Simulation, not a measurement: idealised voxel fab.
Process module under the name voxel self aligned contacts
cross-section cut | 265 nm wide | cells 5 nm
Square cells in a grid make up a cross-section in this document, and the grid is given as bands, listed from the top down, each one or more rows of cells. A band entry consists of two parts. The first gives the height of the band's top and the height of its bottom, in nm. The rest lists the band's materials from left to right, each with its width in nm. A single material labelled with the word "full width" fills the band from edge to edge, and the word "blank" marks empty space. Heights are expressed relative to 0, this being the level below which the as-received wafer comprises one material exclusively. The lowest band is unbounded in the downward direction and is denoted as in "0 down". Width: "30->40" (first number = top row, second number = bottom row, same change from row to row of cells). "everything unchanged", as given for a step, is the statement that not any cell of the cross-section underwent a change during that step. Reported under the label "Sealed void list" are the empty spaces having no open way to the top and comprising 8 cells or more; the notation for each is width x height at distance, in which the distance is measured from the left edge and all three values are in nm. On each step's line, the part that comes after the settings is the simulator's own comment on the step. For masked steps, "overlay nm" on the step line gives how far right of plan the mask actually lay; a minus sign means it lay to the left.
### So here's the lineup of process steps we planned
1) RECEIVE, material Si
2) OXIDIZE, depth nm 5
3) DIRECTIONAL_DEP, material polySi, thk nm 30
4) DIRECTIONAL_DEP, material SiN, thk nm 15
5) PATTERN, tone cover, mask id GATE, material resist, width nm 25, pitch nm 60, thk nm 20, overlay nm 0
6) DIRECTIONAL_ETCH, etch materials SiN, depth nm 15
7) DIRECTIONAL_ETCH, etch materials polySi, depth nm 30
8) STRIP, etch materials resist
9) CONFORMAL_DEP, material SiN, thk nm 5
10) DIRECTIONAL_ETCH, etch materials SiN, depth nm 5
11) FILL_DEP, material SiO2, thk nm 15
12) CMP, height nm 55
13) MASKED_ETCH, tone open, mask id CONTACT, width nm 45, pitch nm 60, etch materials SiO2, depth nm 60, overlay nm 0
14) CONFORMAL_DEP, material TiN, thk nm 5
15) FILL_DEP, material Ru, thk nm 5
16) CMP, height nm 55
17) CONFORMAL_DEP, material SiCN, thk nm 5
### As received (post step 1): cross-section
> 0 down  Si full width
> Sealed void list: none
### This is how the wafer looks in cross-section once the module is done, given the starting state and plan above and one mistake in carrying the plan out
> 60 to 55  SiCN full width
> 55 to 50  SiO2=55, then SiN=35, then TiN=5, then Ru=15, then TiN=5, then SiN=35, then TiN=5, then Ru=15, then TiN=5, then SiN=35, then SiO2=55
> 50 to 45  SiO2=55, then SiN=35, then TiN=25, then SiN=35, then TiN=25, then SiN=35, then SiO2=55
> 45 to 30  SiN full width
> 30 to 0  polySi full width
> 0 to -5  SiO2 full width
> -5 down  Si full width
> Sealed void list: none
It is concluded that the wafer was processed incorrectly with respect to the plan, in that plan step 4 was twice executed
